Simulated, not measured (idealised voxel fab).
The name of this process module is voxel plated lines.
The figure presents cross-section cut, which has a width of 230 nm and is divided into square cells with an edge length of 5 nm.
A cross-section is a grid of square cells, given in bands from the top down. A band is one or more rows of cells.
Basically the band line says how high the top is and how high the bottom is, in nm, and then what's in it from left to right, every material with its width in nm. Empty space shows up as "blank", and if a single material carries "full width" it runs the full band edge to edge.
Zero point of the height axis is 0; under it, received wafer = one material. Lowest band: continues down indefinitely, "top 0, no bottom".
Per-row width for "30->40": begins at first number (top row of band), ends at second number (bottom row), increment between rows held constant.
A step reported as "no alterations made" is a step in which no cell of the cross-section changed.
The label "Enclosed void entries" introduces a list of the empty spaces, 8 cells or larger, that have no open way up to the top; each entry in it reads width x height at distance, where the distance is taken from the left edge and all three are stated in nm.
Whatever follows a step's settings on its line is a remark the simulator itself makes about that step.
overlay nm: right-of-plan distance of the mask on a masked step; negative values mean left-of-plan.
Reading key. Pairs: pre-step and post-step cross-section, one process step apart; post-step view only to lowest changed band. Step between + settings: beneath pair. Runs: pairs may be from different runs of this module, same starting wafer. Continuation from pair above: only where "Ex-ante state" entry says.
## Ex-ante state
  top 0, no bottom: Si full width
  Enclosed void entries: none
## Step Result
  top 5, bottom 0: SiN full width
  Whatever lies below 0 is exactly as it was before.
  Enclosed void entries: none
The two cross-sections above are separated by a single process step, namely CONFORMAL_DEP: material SiN, thk nm 5
Ex-ante state: see preceding pair, after cross-section.
## Step Result
  top 10, bottom 5: TiN full width
  Whatever lies below 5 is exactly as it was before.
  Enclosed void entries: none
The two cross-sections above are separated by a single process step, namely DIRECTIONAL_DEP: material TiN, thk nm 5
Ex-ante state: see preceding pair, after cross-section.
## Step Result
  top 35, bottom 10: resist: 80, blank: 20, resist: 30, blank: 20, resist: 80
  Whatever lies below 10 is exactly as it was before.
  Enclosed void entries: none
The two cross-sections above are separated by a single process step, namely PATTERN: tone open, mask id LINES, material resist, width nm 20, pitch nm 50, thk nm 25, overlay nm 0
Ex-ante state: see preceding pair, after cross-section.
## Step Result
  top 35, bottom 20: resist: 80, blank: 20, resist: 30, blank: 20, resist: 80
  top 20, bottom 10: resist: 80, Ru: 20, resist: 30, Ru: 20, resist: 80
  Whatever lies below 10 is exactly as it was before.
  Enclosed void entries: none
The two cross-sections above are separated by a single process step, namely EPI: material Ru, thk nm 10
Ex-ante state: see preceding pair, after cross-section.
## Step Result
  top 35, bottom 25: resist: 80, blank: 20, resist: 30, blank: 20, resist: 80
  top 25, bottom 10: resist: 80, Ru: 20, resist: 30, Ru: 20, resist: 80
  Whatever lies below 10 is exactly as it was before.
  Enclosed void entries: none
The two cross-sections above are separated by a single process step, namely EPI: material Ru, thk nm 5
Ex-ante state: see preceding pair, after cross-section.
## Step Result
  top 25, bottom 10: blank: 80, Ru: 20, blank: 30, Ru: 20, blank: 80
  Whatever lies below 10 is exactly as it was before.
  Enclosed void entries: none
The two cross-sections above are separated by a single process step, namely STRIP: etch materials resist
Ex-ante state: see preceding pair, after cross-section.
## Step Result
  top 25, bottom 10: blank: 80, Ru: 20, blank: 30, Ru: 20, blank: 80
  top 10, bottom 5: blank: 80, TiN: 20, blank: 30, TiN: 20, blank: 80
  Whatever lies below 5 is exactly as it was before.
  Enclosed void entries: none
The two cross-sections above are separated by a single process step, namely DIRECTIONAL_ETCH: etch materials TiN, depth nm 5
Ex-ante state: see preceding pair, after cross-section.
## Step Result
  top 35, bottom 25: blank: 70, SiCN: 40, blank: 10, SiCN: 40, blank: 70
  top 25, bottom 15: blank: 70, SiCN: 10, Ru: 20, SiCN: 10, blank: 10, SiCN: 10, Ru: 20, SiCN: 10, blank: 70
  top 15, bottom 10: SiCN: 80, Ru: 20, SiCN: 30, Ru: 20, SiCN: 80
  top 10, bottom 5: SiCN: 80, TiN: 20, SiCN: 30, TiN: 20, SiCN: 80
  Whatever lies below 5 is exactly as it was before.
  Enclosed void entries: none
The two cross-sections above are separated by a single process step, namely CONFORMAL_DEP: material SiCN, thk nm 10
## Ex-ante state
  top 0, no bottom: Si full width
  Enclosed void entries: none
## Step Result
  top 5, bottom 0: TiN full width
  Whatever lies below 0 is exactly as it was before.
  Enclosed void entries: none
The two cross-sections above are separated by a single process step, namely DIRECTIONAL_DEP: material TiN, thk nm 5
Ex-ante state: see preceding pair, after cross-section.
## Step Result
  top 30, bottom 5: resist: 80, blank: 20, resist: 30, blank: 20, resist: 80
  Whatever lies below 5 is exactly as it was before.
  Enclosed void entries: none
The two cross-sections above are separated by a single process step, namely PATTERN: tone open, mask id LINES, material resist, width nm 20, pitch nm 50, thk nm 25, overlay nm 0
Ex-ante state: see preceding pair, after cross-section.
## Step Result
  top 30, bottom 15: resist: 80, blank: 20, resist: 30, blank: 20, resist: 80
  top 15, bottom 5: resist: 80, Ru: 20, resist: 30, Ru: 20, resist: 80
  Whatever lies below 5 is exactly as it was before.
  Enclosed void entries: none
The two cross-sections above are separated by a single process step, namely EPI: material Ru, thk nm 10
Ex-ante state: see preceding pair, after cross-section.
## Step Result
  top 30, bottom 20: resist: 80, blank: 20, resist: 30, blank: 20, resist: 80
  top 20, bottom 5: resist: 80, Ru: 20, resist: 30, Ru: 20, resist: 80
  Whatever lies below 5 is exactly as it was before.
  Enclosed void entries: none
The two cross-sections above are separated by a single process step, namely EPI: material Ru, thk nm 5
Ex-ante state: see preceding pair, after cross-section.
## Step Result
  top 20, bottom 5: blank: 80, Ru: 20, blank: 30, Ru: 20, blank: 80
  Whatever lies below 5 is exactly as it was before.
  Enclosed void entries: none
The two cross-sections above are separated by a single process step, namely STRIP: etch materials resist
Ex-ante state: see preceding pair, after cross-section.
## Step Result
  top 20, bottom 5: blank: 80, Ru: 20, blank: 30, Ru: 20, blank: 80
  top 5, bottom 0: blank: 80, TiN: 20, blank: 30, TiN: 20, blank: 80
  Whatever lies below 0 is exactly as it was before.
  Enclosed void entries: none
The two cross-sections above are separated by a single process step, namely DIRECTIONAL_ETCH: etch materials TiN, depth nm 5
Ex-ante state: see preceding pair, after cross-section.
## Step Result
  top 30, bottom 20: blank: 70, SiCN: 40, blank: 10, SiCN: 40, blank: 70
  top 20, bottom 10: blank: 70, SiCN: 10, Ru: 20, SiCN: 10, blank: 10, SiCN: 10, Ru: 20, SiCN: 10, blank: 70
  top 10, bottom 5: SiCN: 80, Ru: 20, SiCN: 30, Ru: 20, SiCN: 80
  top 5, bottom 0: SiCN: 80, TiN: 20, SiCN: 30, TiN: 20, SiCN: 80
  Whatever lies below 0 is exactly as it was before.
  Enclosed void entries: none
The two cross-sections above are separated by a single process step, namely CONFORMAL_DEP: material SiCN, thk nm 10
## Ex-ante state
  top 35, bottom 20: resist: 80, blank: 20, resist: 30, blank: 20, resist: 80
  top 20, bottom 10: resist: 80, Ru: 20, resist: 30, Ru: 20, resist: 80
  top 10, bottom 5: TiN full width
  top 5, bottom 0: SiN full width
  top 0, no bottom: Si full width
  Enclosed void entries: none
## Step Result
  top 35, bottom 30: resist: 80, blank: 20, resist: 30, blank: 20, resist: 80
  top 30, bottom 10: resist: 80, Ru: 20, resist: 30, Ru: 20, resist: 80
  Whatever lies below 10 is exactly as it was before.
  Enclosed void entries: none
The two cross-sections above are separated by a single process step, namely EPI: material Ru, thk nm 10
Ex-ante state: see preceding pair, after cross-section.
## Step Result
  top 35, bottom 10: resist: 80, Ru: 20, resist: 30, Ru: 20, resist: 80
  Whatever lies below 10 is exactly as it was before.
  Enclosed void entries: none
The two cross-sections above are separated by a single process step, namely EPI: material Ru, thk nm 5
Ex-ante state: see preceding pair, after cross-section.
## Step Result
  top 35, bottom 10: blank: 80, Ru: 20, blank: 30, Ru: 20, blank: 80
  Whatever lies below 10 is exactly as it was before.
  Enclosed void entries: none
The two cross-sections above are separated by a single process step, namely STRIP: etch materials resist
Ex-ante state: see preceding pair, after cross-section.
## Step Result
  top 35, bottom 10: blank: 80, Ru: 20, blank: 30, Ru: 20, blank: 80
  top 10, bottom 5: blank: 80, TiN: 20, blank: 30, TiN: 20, blank: 80
  Whatever lies below 5 is exactly as it was before.
  Enclosed void entries: none
The two cross-sections above are separated by a single process step, namely DIRECTIONAL_ETCH: etch materials TiN, depth nm 5
Ex-ante state: see preceding pair, after cross-section.
## Step Result
  top 45, bottom 35: blank: 70, SiCN: 40, blank: 10, SiCN: 40, blank: 70
  top 35, bottom 15: blank: 70, SiCN: 10, Ru: 20, SiCN: 10, blank: 10, SiCN: 10, Ru: 20, SiCN: 10, blank: 70
  top 15, bottom 10: SiCN: 80, Ru: 20, SiCN: 30, Ru: 20, SiCN: 80
  top 10, bottom 5: SiCN: 80, TiN: 20, SiCN: 30, TiN: 20, SiCN: 80
  Whatever lies below 5 is exactly as it was before.
  Enclosed void entries: none
The two cross-sections above are separated by a single process step, namely CONFORMAL_DEP: material SiCN, thk nm 10
## Ex-ante state
  top 35, bottom 20: resist: 80, blank: 20, resist: 30, blank: 20, resist: 80
  top 20, bottom 10: resist: 80, Ru: 20, resist: 30, Ru: 20, resist: 80
  top 10, bottom 5: TiN full width
  top 5, bottom 0: SiN full width
  top 0, no bottom: Si full width
  Enclosed void entries: none
## Step Result
  top 20, bottom 10: blank: 80, Ru: 20, blank: 30, Ru: 20, blank: 80
  Whatever lies below 10 is exactly as it was before.
  Enclosed void entries: none
The two cross-sections above are separated by a single process step, namely STRIP: etch materials resist
Ex-ante state: see preceding pair, after cross-section.
## Step Result
  top 25, bottom 15: blank: 75, Ru: 30, blank: 20, Ru: 30, blank: 75
  top 15, bottom 10: Ru full width
  Whatever lies below 10 is exactly as it was before.
  Enclosed void entries: none
The two cross-sections above are separated by a single process step, namely EPI: material Ru, thk nm 5
Ex-ante state: see preceding pair, after cross-section.
## Step Result
  top 35, bottom 25: blank: 65, SiCN: 100, blank: 65
  top 25, bottom 15: SiCN: 75, Ru: 30, SiCN: 20, Ru: 30, SiCN: 75
  Whatever lies below 15 is exactly as it was before.
  Enclosed void entries: none
The two cross-sections above are separated by a single process step, namely CONFORMAL_DEP: material SiCN, thk nm 10
## Ex-ante state
  top 25, bottom 10: blank: 80, Ru: 20, blank: 30, Ru: 20, blank: 80
  top 10, bottom 5: blank: 80, TiN: 20, blank: 30, TiN: 20, blank: 80
  top 5, bottom 0: SiN full width
  top 0, no bottom: Si full width
  Enclosed void entries: none
## Step Result
  top 40, bottom 25: blank: 65, SiCN: 100, blank: 65
  top 25, bottom 20: blank: 65, SiCN: 15, Ru: 20, SiCN: 30, Ru: 20, SiCN: 15, blank: 65
  top 20, bottom 10: SiCN: 80, Ru: 20, SiCN: 30, Ru: 20, SiCN: 80
  top 10, bottom 5: SiCN: 80, TiN: 20, SiCN: 30, TiN: 20, SiCN: 80
  Whatever lies below 5 is exactly as it was before.
  Enclosed void entries: none
The two cross-sections above are separated by a single process step, namely CONFORMAL_DEP: material SiCN, thk nm 15
## Ex-ante state
  top 10, bottom 5: TiN full width
  top 5, bottom 0: SiN full width
  top 0, no bottom: Si full width
  Enclosed void entries: none
## Step Result
  top 35, bottom 10: resist: 80, blank: 25, resist: 25, blank: 25, resist: 75
  Whatever lies below 10 is exactly as it was before.
  Enclosed void entries: none
The two cross-sections above are separated by a single process step, namely PATTERN: tone open, mask id LINES, material resist, width nm 25, pitch nm 50, thk nm 25, overlay nm 0
Ex-ante state: see preceding pair, after cross-section.
## Step Result
  top 35, bottom 20: resist: 80, blank: 25, resist: 25, blank: 25, resist: 75
  top 20, bottom 10: resist: 80, Ru: 25, resist: 25, Ru: 25, resist: 75
  Whatever lies below 10 is exactly as it was before.
  Enclosed void entries: none
The two cross-sections above are separated by a single process step, namely EPI: material Ru, thk nm 10
Ex-ante state: see preceding pair, after cross-section.
## Step Result
  top 35, bottom 25: resist: 80, blank: 25, resist: 25, blank: 25, resist: 75
  top 25, bottom 10: resist: 80, Ru: 25, resist: 25, Ru: 25, resist: 75
  Whatever lies below 10 is exactly as it was before.
  Enclosed void entries: none
The two cross-sections above are separated by a single process step, namely EPI: material Ru, thk nm 5
Ex-ante state: see preceding pair, after cross-section.
## Step Result
  top 25, bottom 10: blank: 80, Ru: 25, blank: 25, Ru: 25, blank: 75
  Whatever lies below 10 is exactly as it was before.
  Enclosed void entries: none
The two cross-sections above are separated by a single process step, namely STRIP: etch materials resist
Ex-ante state: see preceding pair, after cross-section.
## Step Result
  top 25, bottom 10: blank: 80, Ru: 25, blank: 25, Ru: 25, blank: 75
  top 10, bottom 5: blank: 80, TiN: 25, blank: 25, TiN: 25, blank: 75
  Whatever lies below 5 is exactly as it was before.
  Enclosed void entries: none
The two cross-sections above are separated by a single process step, namely DIRECTIONAL_ETCH: etch materials TiN, depth nm 5
Ex-ante state: see preceding pair, after cross-section.
## Step Result
  top 35, bottom 25: blank: 70, SiCN: 45, blank: 5, SiCN: 45, blank: 65
  top 25, bottom 15: blank: 70, SiCN: 10, Ru: 25, SiCN: 10, blank: 5, SiCN: 10, Ru: 25, SiCN: 10, blank: 65
  top 15, bottom 10: SiCN: 80, Ru: 25, SiCN: 25, Ru: 25, SiCN: 75
  top 10, bottom 5: SiCN: 80, TiN: 25, SiCN: 25, TiN: 25, SiCN: 75
  Whatever lies below 5 is exactly as it was before.
  Enclosed void entries: none
The two cross-sections above are separated by a single process step, namely CONFORMAL_DEP: material SiCN, thk nm 10
## Ex-ante state
  top 10, bottom 5: TiN full width
  top 5, bottom 0: SiN full width
  top 0, no bottom: Si full width
  Enclosed void entries: none
## Step Result
  top 35, bottom 10: resist: 90, blank: 20, resist: 30, blank: 20, resist: 70
  Whatever lies below 10 is exactly as it was before.
  Enclosed void entries: none
The two cross-sections above are separated by a single process step, namely PATTERN: tone open, mask id LINES, material resist, width nm 20, pitch nm 50, thk nm 25, overlay nm 10
Ex-ante state: see preceding pair, after cross-section.
## Step Result
  top 35, bottom 20: resist: 90, blank: 20, resist: 30, blank: 20, resist: 70
  top 20, bottom 10: resist: 90, Ru: 20, resist: 30, Ru: 20, resist: 70
  Whatever lies below 10 is exactly as it was before.
  Enclosed void entries: none
The two cross-sections above are separated by a single process step, namely EPI: material Ru, thk nm 10
Ex-ante state: see preceding pair, after cross-section.
## Step Result
  top 35, bottom 25: resist: 90, blank: 20, resist: 30, blank: 20, resist: 70
  top 25, bottom 10: resist: 90, Ru: 20, resist: 30, Ru: 20, resist: 70
  Whatever lies below 10 is exactly as it was before.
  Enclosed void entries: none
The two cross-sections above are separated by a single process step, namely EPI: material Ru, thk nm 5
Ex-ante state: see preceding pair, after cross-section.
## Step Result
  top 25, bottom 10: blank: 90, Ru: 20, blank: 30, Ru: 20, blank: 70
  Whatever lies below 10 is exactly as it was before.
  Enclosed void entries: none
The two cross-sections above are separated by a single process step, namely STRIP: etch materials resist
Ex-ante state: see preceding pair, after cross-section.
## Step Result
  top 25, bottom 10: blank: 90, Ru: 20, blank: 30, Ru: 20, blank: 70
  top 10, bottom 5: blank: 90, TiN: 20, blank: 30, TiN: 20, blank: 70
  Whatever lies below 5 is exactly as it was before.
  Enclosed void entries: none
The two cross-sections above are separated by a single process step, namely DIRECTIONAL_ETCH: etch materials TiN, depth nm 5
Ex-ante state: see preceding pair, after cross-section.
## Step Result
  top 35, bottom 25: blank: 80, SiCN: 40, blank: 10, SiCN: 40, blank: 60
  top 25, bottom 15: blank: 80, SiCN: 10, Ru: 20, SiCN: 10, blank: 10, SiCN: 10, Ru: 20, SiCN: 10, blank: 60
  top 15, bottom 10: SiCN: 90, Ru: 20, SiCN: 30, Ru: 20, SiCN: 70
  top 10, bottom 5: SiCN: 90, TiN: 20, SiCN: 30, TiN: 20, SiCN: 70
  Whatever lies below 5 is exactly as it was before.
  Enclosed void entries: none
The two cross-sections above are separated by a single process step, namely CONFORMAL_DEP: material SiCN, thk nm 10
## Ex-ante state
  top 5, bottom 0: SiN full width
  top 0, no bottom: Si full width
  Enclosed void entries: none
## Step Result
  top 10, bottom 5: Ru full width
  Whatever lies below 5 is exactly as it was before.
  Enclosed void entries: none
The two cross-sections above are separated by a single process step, namely DIRECTIONAL_DEP: material Ru, thk nm 5
Ex-ante state: see preceding pair, after cross-section.
## Step Result
  top 35, bottom 10: resist: 80, blank: 20, resist: 30, blank: 20, resist: 80
  Whatever lies below 10 is exactly as it was before.
  Enclosed void entries: none
The two cross-sections above are separated by a single process step, namely PATTERN: tone open, mask id LINES, material resist, width nm 20, pitch nm 50, thk nm 25, overlay nm 0
Ex-ante state: see preceding pair, after cross-section.
## Step Result
  top 35, bottom 20: resist: 80, blank: 20, resist: 30, blank: 20, resist: 80
  top 20, bottom 10: resist: 80, Ru: 20, resist: 30, Ru: 20, resist: 80
  Whatever lies below 10 is exactly as it was before.
  Enclosed void entries: none
The two cross-sections above are separated by a single process step, namely EPI: material Ru, thk nm 10
Ex-ante state: see preceding pair, after cross-section.
## Step Result
  top 35, bottom 25: resist: 80, blank: 20, resist: 30, blank: 20, resist: 80
  top 25, bottom 10: resist: 80, Ru: 20, resist: 30, Ru: 20, resist: 80
  Whatever lies below 10 is exactly as it was before.
  Enclosed void entries: none
The two cross-sections above are separated by a single process step, namely EPI: material Ru, thk nm 5
Ex-ante state: see preceding pair, after cross-section.
## Step Result
  top 25, bottom 10: blank: 80, Ru: 20, blank: 30, Ru: 20, blank: 80
  Whatever lies below 10 is exactly as it was before.
  Enclosed void entries: none
The two cross-sections above are separated by a single process step, namely STRIP: etch materials resist
Ex-ante state: see preceding pair, after cross-section.
## Step Result
  top 35, bottom 25: blank: 70, SiCN: 40, blank: 10, SiCN: 40, blank: 70
  top 25, bottom 20: blank: 70, SiCN: 10, Ru: 20, SiCN: 10, blank: 10, SiCN: 10, Ru: 20, SiCN: 10, blank: 70
  top 20, bottom 10: SiCN: 80, Ru: 20, SiCN: 30, Ru: 20, SiCN: 80
  Whatever lies below 10 is exactly as it was before.
  Enclosed void entries: none
The two cross-sections above are separated by a single process step, namely CONFORMAL_DEP: material SiCN, thk nm 10
## Ex-ante state
  top 10, bottom 5: TiN full width
  top 5, bottom 0: SiN full width
  top 0, no bottom: Si full width
  Enclosed void entries: none
## Step Result
  top 35, bottom 10: blank: 80, resist: 20, blank: 30, resist: 20, blank: 80
  Whatever lies below 10 is exactly as it was before.
  Enclosed void entries: none
The two cross-sections above are separated by a single process step, namely PATTERN: tone cover, mask id LINES, material resist, width nm 20, pitch nm 50, thk nm 25, overlay nm 0
Ex-ante state: see preceding pair, after cross-section.
## Step Result
  top 35, bottom 20: blank: 80, resist: 20, blank: 30, resist: 20, blank: 80
  top 20, bottom 10: Ru: 80, resist: 20, Ru: 30, resist: 20, Ru: 80
  Whatever lies below 10 is exactly as it was before.
  Enclosed void entries: none
The two cross-sections above are separated by a single process step, namely EPI: material Ru, thk nm 10
Ex-ante state: see preceding pair, after cross-section.
## Step Result
  top 35, bottom 25: blank: 80, resist: 20, blank: 30, resist: 20, blank: 80
  top 25, bottom 10: Ru: 80, resist: 20, Ru: 30, resist: 20, Ru: 80
  Whatever lies below 10 is exactly as it was before.
  Enclosed void entries: none
The two cross-sections above are separated by a single process step, namely EPI: material Ru, thk nm 5
Ex-ante state: see preceding pair, after cross-section.
## Step Result
  top 25, bottom 10: Ru: 80, blank: 20, Ru: 30, blank: 20, Ru: 80
  Whatever lies below 10 is exactly as it was before.
  Enclosed void entries: none
The two cross-sections above are separated by a single process step, namely STRIP: etch materials resist
Ex-ante state: see preceding pair, after cross-section.
## Step Result
  top 25, bottom 10: Ru: 80, blank: 20, Ru: 30, blank: 20, Ru: 80
  top 10, bottom 5: TiN: 80, blank: 20, TiN: 30, blank: 20, TiN: 80
  Whatever lies below 5 is exactly as it was before.
  Enclosed void entries: none
The two cross-sections above are separated by a single process step, namely DIRECTIONAL_ETCH: etch materials TiN, depth nm 5
Ex-ante state: see preceding pair, after cross-section.
## Step Result
  top 35, bottom 25: SiCN full width
  top 25, bottom 10: Ru: 80, SiCN: 20, Ru: 30, SiCN: 20, Ru: 80
  top 10, bottom 5: TiN: 80, SiCN: 20, TiN: 30, SiCN: 20, TiN: 80
  Whatever lies below 5 is exactly as it was before.
  Enclosed void entries: none
The two cross-sections above are separated by a single process step, namely CONFORMAL_DEP: material SiCN, thk nm 10
